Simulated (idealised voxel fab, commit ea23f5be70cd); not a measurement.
process module | voxel self aligned contacts
We display cut, a cross-section 215 nm in width whose square cells are each 5 nm.
Throughout this document, each cross-section is represented as a grid of square cells and is presented as a sequence of bands enumerated from the top downward, where a band comprises one or more rows of cells. Heads up on the band format: heights come first, top then bottom, in nm. After that it's the materials left to right, each with its width in nm. A single material flagged "full width" fills the whole band edge to edge, and "air" means there's empty space there. The reference from which all heights are counted is 0, the level beneath which the as-received wafer is entirely one material; the lowest band, having no lower bound, proceeds downward and is written after the example "0..down". Think of "30->40" as a width that walks from the first number to the second as you go down the band, top row to bottom row, taking equal-sized steps from row to row. "nothing changed" -> step changed no cross-section cell. "Enclosed voids" - sealed voids, min. 8 cells, no opening to top; format: width x height at distance (distance from left edge; nm throughout). Read whatever lies past the settings on a step's line as the simulator's own remark about the step. Steps that use a mask can have "overlay nm" on their line. It says how far the mask sat to the right of where it was meant to be. Negative means to the left. Pairs follow: section before one process step, section after it down to the lowest changed band, step with settings underneath. Pairs may come from different runs of this module on the same starting wafer; continuity with the pair above only as stated in the "Preceding state" entry.

# Preceding state
- 0..down | Si full width
- Enclosed voids: none

# Sectional View, Post-Process
- 0..-5 | SiO2 full width
- Everything below -5 is unchanged.
- Enclosed voids: none
Between before and after above, the operation and settings are OXIDIZE | depth nm 5

Preceding state: the cross-section after the pair above

# Sectional View, Post-Process
- 25..0 | polySi full width
- Everything below 0 is unchanged.
- Enclosed voids: none
Between before and after above, the operation and settings are DIRECTIONAL_DEP | material polySi | thk nm 25

Preceding state: the cross-section after the pair above

# Sectional View, Post-Process
- 50..25 | SiN full width
- Everything below 25 is unchanged.
- Enclosed voids: none
Between before and after above, the operation and settings are DIRECTIONAL_DEP | material SiN | thk nm 25

Preceding state: the cross-section after the pair above

# Sectional View, Post-Process
- 50..25 | 30 air; 25 SiN; 40 air; 25 SiN; 40 air; 25 SiN; 30 air
- Everything below 25 is unchanged.
- Enclosed voids: none
Between before and after above, the operation and settings are MASKED_ETCH | tone cover | mask id GATE | width nm 25 | pitch nm 65 | etch materials SiN | depth nm 25 | overlay nm 0

Preceding state: the cross-section after the pair above

# Sectional View, Post-Process
- 50..25 | 30 air; 25 SiN; 40 air; 25 SiN; 40 air; 25 SiN; 30 air
- 25..0 | 30 air; 25 polySi; 40 air; 25 polySi; 40 air; 25 polySi; 30 air
- Everything below 0 is unchanged.
- Enclosed voids: none
Between before and after above, the operation and settings are MASKED_ETCH | tone cover | mask id GATE | width nm 25 | pitch nm 65 | etch materials polySi | depth nm 25 | overlay nm 0

Preceding state: the cross-section after the pair above

# Sectional View, Post-Process
- 60..25 | 20 air; 45 SiN; 20 air; 45 SiN; 20 air; 45 SiN; 20 air
- 25..10 | 20 air; 10 SiN; 25 polySi; 10 SiN; 20 air; 10 SiN; 25 polySi; 10 SiN; 20 air; 10 SiN; 25 polySi; 10 SiN; 20 air
- 10..0 | 30 SiN; 25 polySi; 40 SiN; 25 polySi; 40 SiN; 25 polySi; 30 SiN
- Everything below 0 is unchanged.
- Enclosed voids: none
Between before and after above, the operation and settings are CONFORMAL_DEP | material SiN | thk nm 10

Preceding state: the cross-section after the pair above

# Sectional View, Post-Process
- 50..25 | 20 air; 45 SiN; 20 air; 45 SiN; 20 air; 45 SiN; 20 air
- 25..0 | 20 air; 10 SiN; 25 polySi; 10 SiN; 20 air; 10 SiN; 25 polySi; 10 SiN; 20 air; 10 SiN; 25 polySi; 10 SiN; 20 air
- Everything below 0 is unchanged.
- Enclosed voids: none
Between before and after above, the operation and settings are DIRECTIONAL_ETCH | etch materials SiN | depth nm 10

Preceding state: the cross-section after the pair above

# Sectional View, Post-Process
- 65..50 | SiO2 full width
- 50..25 | 20 SiO2; 45 SiN; 20 SiO2; 45 SiN; 20 SiO2; 45 SiN; 20 SiO2
- 25..0 | 20 SiO2; 10 SiN; 25 polySi; 10 SiN; 20 SiO2; 10 SiN; 25 polySi; 10 SiN; 20 SiO2; 10 SiN; 25 polySi; 10 SiN; 20 SiO2
- Everything below 0 is unchanged.
- Enclosed voids: none
Between before and after above, the operation and settings are FILL_DEP | material SiO2 | thk nm 15

Preceding state: the cross-section after the pair above

# Sectional View, Post-Process
- 55..50 | SiO2 full width
- Everything below 50 is unchanged.
- Enclosed voids: none
Between before and after above, the operation and settings are CMP | height nm 55

Preceding state: the cross-section after the pair above

# Sectional View, Post-Process
- 55..50 | 50 SiO2; 50 air; 15 SiO2; 50 air; 50 SiO2
- 50..25 | 20 SiO2; 45 SiN; 20 air; 45 SiN; 20 air; 45 SiN; 20 SiO2
- 25..0 | 20 SiO2; 10 SiN; 25 polySi; 10 SiN; 20 air; 10 SiN; 25 polySi; 10 SiN; 20 air; 10 SiN; 25 polySi; 10 SiN; 20 SiO2
- 0..-5 | 65 SiO2; 20 air; 45 SiO2; 20 air; 65 SiO2
- Everything below -5 is unchanged.
- Enclosed voids: none
Between before and after above, the operation and settings are MASKED_ETCH | tone open | mask id CONTACT | width nm 50 | pitch nm 65 | etch materials SiO2 | depth nm 60 | overlay nm 0

Preceding state: the cross-section after the pair above

# Sectional View, Post-Process
- 60..55 | 55 TiN; 40 air; 25 TiN; 40 air; 55 TiN
- 55..50 | 50 SiO2; 20 TiN; 10 air; 20 TiN; 15 SiO2; 20 TiN; 10 air; 20 TiN; 50 SiO2
- 50..25 | 20 SiO2; 45 SiN; 5 TiN; 10 air; 5 TiN; 45 SiN; 5 TiN; 10 air; 5 TiN; 45 SiN; 20 SiO2
- 25..0 | 20 SiO2; 10 SiN; 25 polySi; 10 SiN; 5 TiN; 10 air; 5 TiN; 10 SiN; 25 polySi; 10 SiN; 5 TiN; 10 air; 5 TiN; 10 SiN; 25 polySi; 10 SiN; 20 SiO2
- 0..-5 | 65 SiO2; 20 TiN; 45 SiO2; 20 TiN; 65 SiO2
- Everything below -5 is unchanged.
- Enclosed voids: none
Between before and after above, the operation and settings are CONFORMAL_DEP | material TiN | thk nm 5

Preceding state: the cross-section after the pair above

# Sectional View, Post-Process
- 70..60 | Ru full width
- 60..55 | 55 TiN; 40 Ru; 25 TiN; 40 Ru; 55 TiN
- 55..50 | 50 SiO2; 20 TiN; 10 Ru; 20 TiN; 15 SiO2; 20 TiN; 10 Ru; 20 TiN; 50 SiO2
- 50..25 | 20 SiO2; 45 SiN; 5 TiN; 10 Ru; 5 TiN; 45 SiN; 5 TiN; 10 Ru; 5 TiN; 45 SiN; 20 SiO2
- 25..0 | 20 SiO2; 10 SiN; 25 polySi; 10 SiN; 5 TiN; 10 Ru; 5 TiN; 10 SiN; 25 polySi; 10 SiN; 5 TiN; 10 Ru; 5 TiN; 10 SiN; 25 polySi; 10 SiN; 20 SiO2
- Everything below 0 is unchanged.
- Enclosed voids: none
Between before and after above, the operation and settings are FILL_DEP | material Ru | thk nm 10

Preceding state: the cross-section after the pair above

# Sectional View, Post-Process
- 55..50 | 50 SiO2; 20 TiN; 10 Ru; 20 TiN; 15 SiO2; 20 TiN; 10 Ru; 20 TiN; 50 SiO2
- Everything below 50 is unchanged.
- Enclosed voids: none
Between before and after above, the operation and settings are CMP | height nm 55

Preceding state: the cross-section after the pair above

# Sectional View, Post-Process
- 60..55 | SiCN full width
- Everything below 55 is unchanged.
- Enclosed voids: none
Between before and after above, the operation and settings are CONFORMAL_DEP | material SiCN | thk nm 5

# Preceding state
- 0..down | Si full width
- Enclosed voids: none

# Sectional View, Post-Process
- 25..0 | polySi full width
- Everything below 0 is unchanged.
- Enclosed voids: none
Between before and after above, the operation and settings are DIRECTIONAL_DEP | material polySi | thk nm 25

Preceding state: the cross-section after the pair above

# Sectional View, Post-Process
- 50..25 | SiN full width
- Everything below 25 is unchanged.
- Enclosed voids: none
Between before and after above, the operation and settings are DIRECTIONAL_DEP | material SiN | thk nm 25

Preceding state: the cross-section after the pair above

# Sectional View, Post-Process
- 50..25 | 30 air; 25 SiN; 40 air; 25 SiN; 40 air; 25 SiN; 30 air
- Everything below 25 is unchanged.
- Enclosed voids: none
Between before and after above, the operation and settings are MASKED_ETCH | tone cover | mask id GATE | width nm 25 | pitch nm 65 | etch materials SiN | depth nm 25 | overlay nm 0

Preceding state: the cross-section after the pair above

# Sectional View, Post-Process
- 50..25 | 30 air; 25 SiN; 40 air; 25 SiN; 40 air; 25 SiN; 30 air
- 25..0 | 30 air; 25 polySi; 40 air; 25 polySi; 40 air; 25 polySi; 30 air
- Everything below 0 is unchanged.
- Enclosed voids: none
Between before and after above, the operation and settings are MASKED_ETCH | tone cover | mask id GATE | width nm 25 | pitch nm 65 | etch materials polySi | depth nm 25 | overlay nm 0

Preceding state: the cross-section after the pair above

# Sectional View, Post-Process
- 60..25 | 20 air; 45 SiN; 20 air; 45 SiN; 20 air; 45 SiN; 20 air
- 25..10 | 20 air; 10 SiN; 25 polySi; 10 SiN; 20 air; 10 SiN; 25 polySi; 10 SiN; 20 air; 10 SiN; 25 polySi; 10 SiN; 20 air
- 10..0 | 30 SiN; 25 polySi; 40 SiN; 25 polySi; 40 SiN; 25 polySi; 30 SiN
- Everything below 0 is unchanged.
- Enclosed voids: none
Between before and after above, the operation and settings are CONFORMAL_DEP | material SiN | thk nm 10

Preceding state: the cross-section after the pair above

# Sectional View, Post-Process
- 50..25 | 20 air; 45 SiN; 20 air; 45 SiN; 20 air; 45 SiN; 20 air
- 25..0 | 20 air; 10 SiN; 25 polySi; 10 SiN; 20 air; 10 SiN; 25 polySi; 10 SiN; 20 air; 10 SiN; 25 polySi; 10 SiN; 20 air
- Everything below 0 is unchanged.
- Enclosed voids: none
Between before and after above, the operation and settings are DIRECTIONAL_ETCH | etch materials SiN | depth nm 10

Preceding state: the cross-section after the pair above

# Sectional View, Post-Process
- 65..50 | SiO2 full width
- 50..25 | 20 SiO2; 45 SiN; 20 SiO2; 45 SiN; 20 SiO2; 45 SiN; 20 SiO2
- 25..0 | 20 SiO2; 10 SiN; 25 polySi; 10 SiN; 20 SiO2; 10 SiN; 25 polySi; 10 SiN; 20 SiO2; 10 SiN; 25 polySi; 10 SiN; 20 SiO2
- Everything below 0 is unchanged.
- Enclosed voids: none
Between before and after above, the operation and settings are FILL_DEP | material SiO2 | thk nm 15

Preceding state: the cross-section after the pair above

# Sectional View, Post-Process
- 55..50 | SiO2 full width
- Everything below 50 is unchanged.
- Enclosed voids: none
Between before and after above, the operation and settings are CMP | height nm 55

Preceding state: the cross-section after the pair above

# Sectional View, Post-Process
- 55..50 | 50 SiO2; 50 air; 15 SiO2; 50 air; 50 SiO2
- 50..25 | 20 SiO2; 45 SiN; 20 air; 45 SiN; 20 air; 45 SiN; 20 SiO2
- 25..0 | 20 SiO2; 10 SiN; 25 polySi; 10 SiN; 20 air; 10 SiN; 25 polySi; 10 SiN; 20 air; 10 SiN; 25 polySi; 10 SiN; 20 SiO2
- Everything below 0 is unchanged.
- Enclosed voids: none
Between before and after above, the operation and settings are MASKED_ETCH | tone open | mask id CONTACT | width nm 50 | pitch nm 65 | etch materials SiO2 | depth nm 60 | overlay nm 0

Preceding state: the cross-section after the pair above

# Sectional View, Post-Process
- 60..55 | 55 TiN; 40 air; 25 TiN; 40 air; 55 TiN
- 55..50 | 50 SiO2; 20 TiN; 10 air; 20 TiN; 15 SiO2; 20 TiN; 10 air; 20 TiN; 50 SiO2
- 50..25 | 20 SiO2; 45 SiN; 5 TiN; 10 air; 5 TiN; 45 SiN; 5 TiN; 10 air; 5 TiN; 45 SiN; 20 SiO2
- 25..5 | 20 SiO2; 10 SiN; 25 polySi; 10 SiN; 5 TiN; 10 air; 5 TiN; 10 SiN; 25 polySi; 10 SiN; 5 TiN; 10 air; 5 TiN; 10 SiN; 25 polySi; 10 SiN; 20 SiO2
- 5..0 | 20 SiO2; 10 SiN; 25 polySi; 10 SiN; 20 TiN; 10 SiN; 25 polySi; 10 SiN; 20 TiN; 10 SiN; 25 polySi; 10 SiN; 20 SiO2
- Everything below 0 is unchanged.
- Enclosed voids: none
Between before and after above, the operation and settings are CONFORMAL_DEP | material TiN | thk nm 5

Preceding state: the cross-section after the pair above

# Sectional View, Post-Process
- 70..60 | Ru full width
- 60..55 | 55 TiN; 40 Ru; 25 TiN; 40 Ru; 55 TiN
- 55..50 | 50 SiO2; 20 TiN; 10 Ru; 20 TiN; 15 SiO2; 20 TiN; 10 Ru; 20 TiN; 50 SiO2
- 50..25 | 20 SiO2; 45 SiN; 5 TiN; 10 Ru; 5 TiN; 45 SiN; 5 TiN; 10 Ru; 5 TiN; 45 SiN; 20 SiO2
- 25..5 | 20 SiO2; 10 SiN; 25 polySi; 10 SiN; 5 TiN; 10 Ru; 5 TiN; 10 SiN; 25 polySi; 10 SiN; 5 TiN; 10 Ru; 5 TiN; 10 SiN; 25 polySi; 10 SiN; 20 SiO2
- Everything below 5 is unchanged.
- Enclosed voids: none
Between before and after above, the operation and settings are FILL_DEP | material Ru | thk nm 10

Preceding state: the cross-section after the pair above

# Sectional View, Post-Process
- 55..50 | 50 SiO2; 20 TiN; 10 Ru; 20 TiN; 15 SiO2; 20 TiN; 10 Ru; 20 TiN; 50 SiO2
- Everything below 50 is unchanged.
- Enclosed voids: none
Between before and after above, the operation and settings are CMP | height nm 55

Preceding state: the cross-section after the pair above

# Sectional View, Post-Process
- 60..55 | SiCN full width
- Everything below 55 is unchanged.
- Enclosed voids: none
Between before and after above, the operation and settings are CONFORMAL_DEP | material SiCN | thk nm 5

# Preceding state
- 50..25 | SiN full width
- 25..0 | polySi full width
- 0..-5 | SiO2 full width
- -5..down | Si full width
- Enclosed voids: none

# Sectional View, Post-Process
- 75..25 | SiN full width
- Everything below 25 is unchanged.
- Enclosed voids: none
Between before and after above, the operation and settings are DIRECTIONAL_DEP | material SiN | thk nm 25

Preceding state: the cross-section after the pair above

# Sectional View, Post-Process
- 75..50 | 30 air; 25 SiN; 40 air; 25 SiN; 40 air; 25 SiN; 30 air
- Everything below 50 is unchanged.
- Enclosed voids: none
Between before and after above, the operation and settings are MASKED_ETCH | tone cover | mask id GATE | width nm 25 | pitch nm 65 | etch materials SiN | depth nm 25 | overlay nm 0

Preceding state: the cross-section after the pair above

# Sectional View, Post-Process
- 85..60 | 20 air; 45 SiN; 20 air; 45 SiN; 20 air; 45 SiN; 20 air
- 60..25 | SiN full width
- Everything below 25 is unchanged.
- Enclosed voids: none
Between before and after above, the operation and settings are CONFORMAL_DEP | material SiN | thk nm 10

Preceding state: the cross-section after the pair above

# Sectional View, Post-Process
- 75..50 | 20 air; 45 SiN; 20 air; 45 SiN; 20 air; 45 SiN; 20 air
- Everything below 50 is unchanged.
- Enclosed voids: none
Between before and after above, the operation and settings are DIRECTIONAL_ETCH | etch materials SiN | depth nm 10

Preceding state: the cross-section after the pair above

# Sectional View, Post-Process
- 90..75 | SiO2 full width
- 75..50 | 20 SiO2; 45 SiN; 20 SiO2; 45 SiN; 20 SiO2; 45 SiN; 20 SiO2
- Everything below 50 is unchanged.
- Enclosed voids: none
Between before and after above, the operation and settings are FILL_DEP | material SiO2 | thk nm 15

Preceding state: the cross-section after the pair above

# Sectional View, Post-Process
- 55..50 | 20 SiO2; 45 SiN; 20 SiO2; 45 SiN; 20 SiO2; 45 SiN; 20 SiO2
- Everything below 50 is unchanged.
- Enclosed voids: none
Between before and after above, the operation and settings are CMP | height nm 55

Preceding state: the cross-section after the pair above

# Sectional View, Post-Process
- 55..50 | 20 SiO2; 45 SiN; 20 air; 45 SiN; 20 air; 45 SiN; 20 SiO2
- Everything below 50 is unchanged.
- Enclosed voids: none
Between before and after above, the operation and settings are MASKED_ETCH | tone open | mask id CONTACT | width nm 50 | pitch nm 65 | etch materials SiO2 | depth nm 60 | overlay nm 0

Preceding state: the cross-section after the pair above

# Sectional View, Post-Process
- 60..55 | 70 TiN; 10 air; 55 TiN; 10 air; 70 TiN
- 55..50 | 20 SiO2; 45 SiN; 20 TiN; 45 SiN; 20 TiN; 45 SiN; 20 SiO2
- Everything below 50 is unchanged.
- Enclosed voids: none
Between before and after above, the operation and settings are CONFORMAL_DEP | material TiN | thk nm 5

Preceding state: the cross-section after the pair above

# Sectional View, Post-Process
- 70..60 | Ru full width
- 60..55 | 70 TiN; 10 Ru; 55 TiN; 10 Ru; 70 TiN
- Everything below 55 is unchanged.
- Enclosed voids: none
Between before and after above, the operation and settings are FILL_DEP | material Ru | thk nm 10

Preceding state: the cross-section after the pair above

# Sectional View, Post-Process
- 55..50 | 20 SiO2; 45 SiN; 20 TiN; 45 SiN; 20 TiN; 45 SiN; 20 SiO2
- Everything below 50 is unchanged.
- Enclosed voids: none
Between before and after above, the operation and settings are CMP | height nm 55

Preceding state: the cross-section after the pair above

# Sectional View, Post-Process
- 60..55 | SiCN full width
- Everything below 55 is unchanged.
- Enclosed voids: none
Between before and after above, the operation and settings are CONFORMAL_DEP | material SiCN | thk nm 5

# Preceding state
- 0..-5 | SiO2 full width
- -5..down | Si full width
- Enclosed voids: none

# Sectional View, Post-Process
- 25..0 | SiN full width
- Everything below 0 is unchanged.
- Enclosed voids: none
Between before and after above, the operation and settings are DIRECTIONAL_DEP | material SiN | thk nm 25

Preceding state: the cross-section after the pair above

# Sectional View, Post-Process
- 50..25 | polySi full width
- Everything below 25 is unchanged.
- Enclosed voids: none
Between before and after above, the operation and settings are DIRECTIONAL_DEP | material polySi | thk nm 25

Preceding state: the cross-section after the pair above

# Sectional View, Post-Process
- 50..25 | 30 air; 25 polySi; 40 air; 25 polySi; 40 air; 25 polySi; 30 air
- Everything below 25 is unchanged.
- Enclosed voids: none
Between before and after above, the operation and settings are MASKED_ETCH | tone cover | mask id GATE | width nm 25 | pitch nm 65 | etch materials polySi | depth nm 25 | overlay nm 0

Preceding state: the cross-section after the pair above

# Sectional View, Post-Process
- 60..50 | 20 air; 45 SiN; 20 air; 45 SiN; 20 air; 45 SiN; 20 air
- 50..35 | 20 air; 10 SiN; 25 polySi; 10 SiN; 20 air; 10 SiN; 25 polySi; 10 SiN; 20 air; 10 SiN; 25 polySi; 10 SiN; 20 air
- 35..25 | 30 SiN; 25 polySi; 40 SiN; 25 polySi; 40 SiN; 25 polySi; 30 SiN
- Everything below 25 is unchanged.
- Enclosed voids: none
Between before and after above, the operation and settings are CONFORMAL_DEP | material SiN | thk nm 10

Preceding state: the cross-section after the pair above

# Sectional View, Post-Process
- 50..25 | 20 air; 10 SiN; 25 polySi; 10 SiN; 20 air; 10 SiN; 25 polySi; 10 SiN; 20 air; 10 SiN; 25 polySi; 10 SiN; 20 air
- Everything below 25 is unchanged.
- Enclosed voids: none
Between before and after above, the operation and settings are DIRECTIONAL_ETCH | etch materials SiN | depth nm 10

Preceding state: the cross-section after the pair above

# Sectional View, Post-Process
- 65..50 | SiO2 full width
- 50..25 | 20 SiO2; 10 SiN; 25 polySi; 10 SiN; 20 SiO2; 10 SiN; 25 polySi; 10 SiN; 20 SiO2; 10 SiN; 25 polySi; 10 SiN; 20 SiO2
- Everything below 25 is unchanged.
- Enclosed voids: none
Between before and after above, the operation and settings are FILL_DEP | material SiO2 | thk nm 15

Preceding state: the cross-section after the pair above

# Sectional View, Post-Process
- 55..50 | SiO2 full width
- Everything below 50 is unchanged.
- Enclosed voids: none
Between before and after above, the operation and settings are CMP | height nm 55

Preceding state: the cross-section after the pair above

# Sectional View, Post-Process
- 55..50 | 50 SiO2; 50 air; 15 SiO2; 50 air; 50 SiO2
- 50..25 | 20 SiO2; 10 SiN; 25 polySi; 10 SiN; 20 air; 10 SiN; 25 polySi; 10 SiN; 20 air; 10 SiN; 25 polySi; 10 SiN; 20 SiO2
- Everything below 25 is unchanged.
- Enclosed voids: none
Between before and after above, the operation and settings are MASKED_ETCH | tone open | mask id CONTACT | width nm 50 | pitch nm 65 | etch materials SiO2 | depth nm 60 | overlay nm 0

Preceding state: the cross-section after the pair above

# Sectional View, Post-Process
- 60..55 | 55 TiN; 40 air; 25 TiN; 40 air; 55 TiN
- 55..50 | 50 SiO2; 20 TiN; 10 air; 20 TiN; 15 SiO2; 20 TiN; 10 air; 20 TiN; 50 SiO2
- 50..30 | 20 SiO2; 10 SiN; 25 polySi; 10 SiN; 5 TiN; 10 air; 5 TiN; 10 SiN; 25 polySi; 10 SiN; 5 TiN; 10 air; 5 TiN; 10 SiN; 25 polySi; 10 SiN; 20 SiO2
- 30..25 | 20 SiO2; 10 SiN; 25 polySi; 10 SiN; 20 TiN; 10 SiN; 25 polySi; 10 SiN; 20 TiN; 10 SiN; 25 polySi; 10 SiN; 20 SiO2
- Everything below 25 is unchanged.
- Enclosed voids: none
Between before and after above, the operation and settings are CONFORMAL_DEP | material TiN | thk nm 5

Preceding state: the cross-section after the pair above

# Sectional View, Post-Process
- 70..60 | Ru full width
- 60..55 | 55 TiN; 40 Ru; 25 TiN; 40 Ru; 55 TiN
- 55..50 | 50 SiO2; 20 TiN; 10 Ru; 20 TiN; 15 SiO2; 20 TiN; 10 Ru; 20 TiN; 50 SiO2
- 50..30 | 20 SiO2; 10 SiN; 25 polySi; 10 SiN; 5 TiN; 10 Ru; 5 TiN; 10 SiN; 25 polySi; 10 SiN; 5 TiN; 10 Ru; 5 TiN; 10 SiN; 25 polySi; 10 SiN; 20 SiO2
- Everything below 30 is unchanged.
- Enclosed voids: none
Between before and after above, the operation and settings are FILL_DEP | material Ru | thk nm 10

Preceding state: the cross-section after the pair above

# Sectional View, Post-Process
- 55..50 | 50 SiO2; 20 TiN; 10 Ru; 20 TiN; 15 SiO2; 20 TiN; 10 Ru; 20 TiN; 50 SiO2
- Everything below 50 is unchanged.
- Enclosed voids: none
Between before and after above, the operation and settings are CMP | height nm 55

Preceding state: the cross-section after the pair above

# Sectional View, Post-Process
- 60..55 | SiCN full width
- Everything below 55 is unchanged.
- Enclosed voids: none
Between before and after above, the operation and settings are CONFORMAL_DEP | material SiCN | thk nm 5

# Preceding state
- 60..25 | 20 air; 45 SiN; 20 air; 45 SiN; 20 air; 45 SiN; 20 air
- 25..10 | 20 air; 10 SiN; 25 polySi; 10 SiN; 20 air; 10 SiN; 25 polySi; 10 SiN; 20 air; 10 SiN; 25 polySi; 10 SiN; 20 air
- 10..0 | 30 SiN; 25 polySi; 40 SiN; 25 polySi; 40 SiN; 25 polySi; 30 SiN
- 0..-5 | SiO2 full width
- -5..down | Si full width
- Enclosed voids: none

# Sectional View, Post-Process
- 55..25 | 20 air; 45 SiN; 20 air; 45 SiN; 20 air; 45 SiN; 20 air
- 25..5 | 20 air; 10 SiN; 25 polySi; 10 SiN; 20 air; 10 SiN; 25 polySi; 10 SiN; 20 air; 10 SiN; 25 polySi; 10 SiN; 20 air
- Everything below 5 is unchanged.
- Enclosed voids: none
Between before and after above, the operation and settings are DIRECTIONAL_ETCH | etch materials SiN | depth nm 5

Preceding state: the cross-section after the pair above

# Sectional View, Post-Process
- 70..55 | SiO2 full width
- 55..25 | 20 SiO2; 45 SiN; 20 SiO2; 45 SiN; 20 SiO2; 45 SiN; 20 SiO2
- 25..5 | 20 SiO2; 10 SiN; 25 polySi; 10 SiN; 20 SiO2; 10 SiN; 25 polySi; 10 SiN; 20 SiO2; 10 SiN; 25 polySi; 10 SiN; 20 SiO2
- Everything below 5 is unchanged.
- Enclosed voids: none
Between before and after above, the operation and settings are FILL_DEP | material SiO2 | thk nm 15

Preceding state: the cross-section after the pair above

# Sectional View, Post-Process
- 55..25 | 20 SiO2; 45 SiN; 20 SiO2; 45 SiN; 20 SiO2; 45 SiN; 20 SiO2
- Everything below 25 is unchanged.
- Enclosed voids: none
Between before and after above, the operation and settings are CMP | height nm 55

Preceding state: the cross-section after the pair above

# Sectional View, Post-Process
- 55..25 | 20 SiO2; 45 SiN; 20 air; 45 SiN; 20 air; 45 SiN; 20 SiO2
- 25..5 | 20 SiO2; 10 SiN; 25 polySi; 10 SiN; 20 air; 10 SiN; 25 polySi; 10 SiN; 20 air; 10 SiN; 25 polySi; 10 SiN; 20 SiO2
- Everything below 5 is unchanged.
- Enclosed voids: none
Between before and after above, the operation and settings are MASKED_ETCH | tone open | mask id CONTACT | width nm 50 | pitch nm 65 | etch materials SiO2 | depth nm 60 | overlay nm 0

Preceding state: the cross-section after the pair above

# Sectional View, Post-Process
- 60..55 | 70 TiN; 10 air; 55 TiN; 10 air; 70 TiN
- 55..25 | 20 SiO2; 45 SiN; 5 TiN; 10 air; 5 TiN; 45 SiN; 5 TiN; 10 air; 5 TiN; 45 SiN; 20 SiO2
- 25..10 | 20 SiO2; 10 SiN; 25 polySi; 10 SiN; 5 TiN; 10 air; 5 TiN; 10 SiN; 25 polySi; 10 SiN; 5 TiN; 10 air; 5 TiN; 10 SiN; 25 polySi; 10 SiN; 20 SiO2
- 10..5 | 20 SiO2; 10 SiN; 25 polySi; 10 SiN; 20 TiN; 10 SiN; 25 polySi; 10 SiN; 20 TiN; 10 SiN; 25 polySi; 10 SiN; 20 SiO2
- Everything below 5 is unchanged.
- Enclosed voids: none
Between before and after above, the operation and settings are CONFORMAL_DEP | material TiN | thk nm 5

Preceding state: the cross-section after the pair above

# Sectional View, Post-Process
- 70..60 | Ru full width
- 60..55 | 70 TiN; 10 Ru; 55 TiN; 10 Ru; 70 TiN
- 55..25 | 20 SiO2; 45 SiN; 5 TiN; 10 Ru; 5 TiN; 45 SiN; 5 TiN; 10 Ru; 5 TiN; 45 SiN; 20 SiO2
- 25..10 | 20 SiO2; 10 SiN; 25 polySi; 10 SiN; 5 TiN; 10 Ru; 5 TiN; 10 SiN; 25 polySi; 10 SiN; 5 TiN; 10 Ru; 5 TiN; 10 SiN; 25 polySi; 10 SiN; 20 SiO2
- Everything below 10 is unchanged.
- Enclosed voids: none
Between before and after above, the operation and settings are FILL_DEP | material Ru | thk nm 10

Preceding state: the cross-section after the pair above

# Sectional View, Post-Process
- 55..25 | 20 SiO2; 45 SiN; 5 TiN; 10 Ru; 5 TiN; 45 SiN; 5 TiN; 10 Ru; 5 TiN; 45 SiN; 20 SiO2
- Everything below 25 is unchanged.
- Enclosed voids: none
Between before and after above, the operation and settings are CMP | height nm 55

Preceding state: the cross-section after the pair above

# Sectional View, Post-Process
- 60..55 | SiCN full width
- Everything below 55 is unchanged.
- Enclosed voids: none
Between before and after above, the operation and settings are CONFORMAL_DEP | material SiCN | thk nm 5

# Preceding state
- 50..25 | SiN full width
- 25..0 | polySi full width
- 0..-5 | SiO2 full width
- -5..down | Si full width
- Enclosed voids: none

# Sectional View, Post-Process
- 50..25 | 30 air; 30 SiN; 35 air; 30 SiN; 35 air; 30 SiN; 25 air
- Everything below 25 is unchanged.
- Enclosed voids: none
Between before and after above, the operation and settings are MASKED_ETCH | tone cover | mask id GATE | width nm 30 | pitch nm 65 | etch materials SiN | depth nm 25 | overlay nm 0

Preceding state: the cross-section after the pair above

# Sectional View, Post-Process
- 50..25 | 30 air; 30 SiN; 35 air; 30 SiN; 35 air; 30 SiN; 25 air
- 25..0 | 30 air; 30 polySi; 35 air; 30 polySi; 35 air; 30 polySi; 25 air
- Everything below 0 is unchanged.
- Enclosed voids: none
Between before and after above, the operation and settings are MASKED_ETCH | tone cover | mask id GATE | width nm 25 | pitch nm 65 | etch materials polySi | depth nm 25 | overlay nm 0

Preceding state: the cross-section after the pair above

# Sectional View, Post-Process
- 60..25 | 20 air; 50 SiN; 15 air; 50 SiN; 15 air; 50 SiN; 15 air
- 25..10 | 20 air; 10 SiN; 30 polySi; 10 SiN; 15 air; 10 SiN; 30 polySi; 10 SiN; 15 air; 10 SiN; 30 polySi; 10 SiN; 15 air
- 10..0 | 30 SiN; 30 polySi; 35 SiN; 30 polySi; 35 SiN; 30 polySi; 25 SiN
- Everything below 0 is unchanged.
- Enclosed voids: none
Between before and after above, the operation and settings are CONFORMAL_DEP | material SiN | thk nm 10

Preceding state: the cross-section after the pair above

# Sectional View, Post-Process
- 50..25 | 20 air; 50 SiN; 15 air; 50 SiN; 15 air; 50 SiN; 15 air
- 25..0 | 20 air; 10 SiN; 30 polySi; 10 SiN; 15 air; 10 SiN; 30 polySi; 10 SiN; 15 air; 10 SiN; 30 polySi; 10 SiN; 15 air
- Everything below 0 is unchanged.
- Enclosed voids: none
Between before and after above, the operation and settings are DIRECTIONAL_ETCH | etch materials SiN | depth nm 10

Preceding state: the cross-section after the pair above

# Sectional View, Post-Process
- 65..50 | SiO2 full width
- 50..25 | 20 SiO2; 50 SiN; 15 SiO2; 50 SiN; 15 SiO2; 50 SiN; 15 SiO2
- 25..0 | 20 SiO2; 10 SiN; 30 polySi; 10 SiN; 15 SiO2; 10 SiN; 30 polySi; 10 SiN; 15 SiO2; 10 SiN; 30 polySi; 10 SiN; 15 SiO2
- Everything below 0 is unchanged.
- Enclosed voids: none
Between before and after above, the operation and settings are FILL_DEP | material SiO2 | thk nm 15

Preceding state: the cross-section after the pair above

# Sectional View, Post-Process
- 55..50 | SiO2 full width
- Everything below 50 is unchanged.
- Enclosed voids: none
Between before and after above, the operation and settings are CMP | height nm 55

Preceding state: the cross-section after the pair above

# Sectional View, Post-Process
- 55..50 | 50 SiO2; 50 air; 15 SiO2; 50 air; 50 SiO2
- 50..25 | 20 SiO2; 50 SiN; 15 air; 50 SiN; 15 air; 50 SiN; 15 SiO2
- 25..0 | 20 SiO2; 10 SiN; 30 polySi; 10 SiN; 15 air; 10 SiN; 30 polySi; 10 SiN; 15 air; 10 SiN; 30 polySi; 10 SiN; 15 SiO2
- 0..-5 | 70 SiO2; 15 air; 50 SiO2; 15 air; 65 SiO2
- Everything below -5 is unchanged.
- Enclosed voids: none
Between before and after above, the operation and settings are MASKED_ETCH | tone open | mask id CONTACT | width nm 50 | pitch nm 65 | etch materials SiO2 | depth nm 60 | overlay nm 0
